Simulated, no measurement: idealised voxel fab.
process module | voxel plated lines
cross-section cut | 215 nm wide | cells 5 nm
A cross-section is a grid of square cells, given in bands from the top down. A band is one or more rows of cells.
Each band's line starts with the height of the band's top and of its bottom, in nm. Then come its materials from left to right, each with its width in nm. One material with "throughout" fills the band from edge to edge. "air" is empty space.
Height 0 is the level under which the wafer as received is all one material. The lowest band goes on downwards, as in "0 down".
A width such as "30 to 40" changes by the same amount from each row of cells to the next, from the band's top row to its bottom row.
"no change" after a step means that no cell of the cross-section changed.
closed voids: empty space of 8 cells or more with no open way to the top, each as width x height at its distance from the left edge, in nm
after a step's settings: what the simulator itself notes on the step
overlay nm, on a step with a mask: how far to the right of its planned place the mask lay; to the left if negative
plan
1 op RECEIVE | material Si
2 op CONFORMAL_DEP | material SiO2 | thk nm 15
3 op DIRECTIONAL_DEP | material TiN | thk nm 5
4 op PATTERN | tone open | mask id LINES | material resist | width nm 20 | pitch nm 40 | thk nm 40 | overlay nm -15
5 op EPI | material Ru | thk nm 10
6 op EPI | material Ru | thk nm 5
7 op EPI | material Ru | thk nm 5
8 op STRIP | etch materials resist
9 op DIRECTIONAL_ETCH | etch materials TiN | depth nm 5
10 op CONFORMAL_DEP | material SiN | thk nm 10
varied across the wafers: overlay nm of step 4. The plan shows the first wafer's value. All wafers start alike
first wafer as received, after step 1
  0 down: Si throughout
  closed voids: none
each wafer at the end: cells of each material gained (+) or lost (-) since it was received, then its closed voids
overlay nm -15 | +48 Ru | +146 SiN | +129 SiO2 | +12 TiN | closed voids: none
overlay nm -10 | +48 Ru | +146 SiN | +129 SiO2 | +12 TiN | closed voids: none
overlay nm -5 | +48 Ru | +146 SiN | +129 SiO2 | +12 TiN | closed voids: none
overlay nm 0 | +48 Ru | +146 SiN | +129 SiO2 | +12 TiN | closed voids: none
overlay nm 5 | +48 Ru | +146 SiN | +129 SiO2 | +12 TiN | closed voids: none
overlay nm 10 | +48 Ru | +146 SiN | +129 SiO2 | +12 TiN | closed voids: none
overlay nm 15 | +48 Ru | +146 SiN | +129 SiO2 | +12 TiN | closed voids: none
